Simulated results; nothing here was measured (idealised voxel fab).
process module | voxel spacer lines
cross-section cut | 155 nm wide | cells 5 nm
A cross-section is a grid of square cells, given in bands from the top down. A band is one or more rows of cells.
Each band's line starts with the height of the band's top and of its bottom, in nm. Then come its materials from left to right, each with its width in nm. One material with "throughout" fills the band from edge to edge. "air" is empty space.
Height 0 is the level under which the wafer as received is all one material. The lowest band goes on downwards, as in "0 down".
A width such as "30 to 40" changes by the same amount from each row of cells to the next, from the band's top row to its bottom row.
"no change" after a step means that no cell of the cross-section changed.
closed voids: empty space of 8 cells or more with no open way to the top, each as width x height at its distance from the left edge, in nm
after a step's settings: what the simulator itself notes on the step
overlay nm, on a step with a mask: how far to the right of its planned place the mask lay; to the left if negative
plan
1 op RECEIVE | material Si
2 op CONFORMAL_DEP | material Al2O3 | thk nm 10
3 op DIRECTIONAL_DEP | material W | thk nm 20
4 op DIRECTIONAL_DEP | material aC | thk nm 30
5 op PATTERN | tone cover | mask id MANDREL | material resist | width nm 20 | pitch nm 60 | thk nm 40 | overlay nm 0
6 op DIRECTIONAL_ETCH | etch materials aC | depth nm 30
7 op STRIP | etch materials resist
8 op CONFORMAL_DEP | material SiN | thk nm 10
9 op DIRECTIONAL_ETCH | etch materials SiN | depth nm 10
10 op STRIP | etch materials aC
11 op DIRECTIONAL_ETCH | etch materials W | depth nm 20
12 op STRIP | etch materials SiN
first wafer, as planned
as received, after step 1
  0 down: Si throughout
  closed voids: none
after step 2
  10 to 0: Al2O3 throughout
  below 0: unchanged
after step 3
  30 to 10: W throughout
  below 10: unchanged
after step 4
  60 to 30: aC throughout
  below 30: unchanged
after step 5
  100 to 60: air 35 | resist 20 | air 40 | resist 20 | air 40
  below 60: unchanged
after step 6
  70 to 60: air 35 | resist 20 | air 40 | resist 20 | air 40
  60 to 30: air 35 | aC 20 | air 40 | aC 20 | air 40
  below 30: unchanged
after step 7
  60 to 30: air 35 | aC 20 | air 40 | aC 20 | air 40
  below 30: unchanged
after step 8
  70 to 60: air 25 | SiN 40 | air 20 | SiN 40 | air 30
  60 to 40: air 25 | SiN 10 | aC 20 | SiN 10 | air 20 | SiN 10 | aC 20 | SiN 10 | air 30
  40 to 30: SiN 35 | aC 20 | SiN 40 | aC 20 | SiN 40
  below 30: unchanged
after step 9
  60 to 30: air 25 | SiN 10 | aC 20 | SiN 10 | air 20 | SiN 10 | aC 20 | SiN 10 | air 30
  below 30: unchanged
after step 10
  60 to 30: air 25 | SiN 10 | air 20 | SiN 10 | air 20 | SiN 10 | air 20 | SiN 10 | air 30
  below 30: unchanged
after step 11
  60 to 30: air 25 | SiN 10 | air 20 | SiN 10 | air 20 | SiN 10 | air 20 | SiN 10 | air 30
  30 to 10: air 25 | W 10 | air 20 | W 10 | air 20 | W 10 | air 20 | W 10 | air 30
  below 10: unchanged
after step 12
  30 to 10: air 25 | W 10 | air 20 | W 10 | air 20 | W 10 | air 20 | W 10 | air 30
  below 10: unchanged
second wafer: like start, like plan, one mistake. Through step 4 it matches the first wafer
when step 5 should have ended
  100 to 60: air 30 | resist 30 | air 30 | resist 30 | air 35
  below 60: unchanged
when step 6 should have ended
  70 to 60: air 30 | resist 30 | air 30 | resist 30 | air 35
  60 to 30: air 30 | aC 30 | air 30 | aC 30 | air 35
  below 30: unchanged
when step 7 should have ended
  60 to 30: air 30 | aC 30 | air 30 | aC 30 | air 35
  below 30: unchanged
when step 8 should have ended
  70 to 60: air 20 | SiN 50 | air 10 | SiN 50 | air 25
  60 to 40: air 20 | SiN 10 | aC 30 | SiN 10 | air 10 | SiN 10 | aC 30 | SiN 10 | air 25
  40 to 30: SiN 30 | aC 30 | SiN 30 | aC 30 | SiN 35
  below 30: unchanged
when step 9 should have ended
  60 to 30: air 20 | SiN 10 | aC 30 | SiN 10 | air 10 | SiN 10 | aC 30 | SiN 10 | air 25
  below 30: unchanged
when step 10 should have ended
  60 to 30: air 20 | SiN 10 | air 30 | SiN 10 | air 10 | SiN 10 | air 30 | SiN 10 | air 25
  below 30: unchanged
when step 11 should have ended
  60 to 30: air 20 | SiN 10 | air 30 | SiN 10 | air 10 | SiN 10 | air 30 | SiN 10 | air 25
  30 to 10: air 20 | W 10 | air 30 | W 10 | air 10 | W 10 | air 30 | W 10 | air 25
  below 10: unchanged
when step 12 should have ended
  30 to 10: air 20 | W 10 | air 30 | W 10 | air 10 | W 10 | air 30 | W 10 | air 25
  below 10: unchanged
what went wrong: step 5 ran as: op PATTERN | tone cover | mask id MANDREL | material resist | width nm 30 | pitch nm 60 | thk nm 40 | overlay nm 0
at the end the second wafer has, in cells: as many of each material as the first, in other places
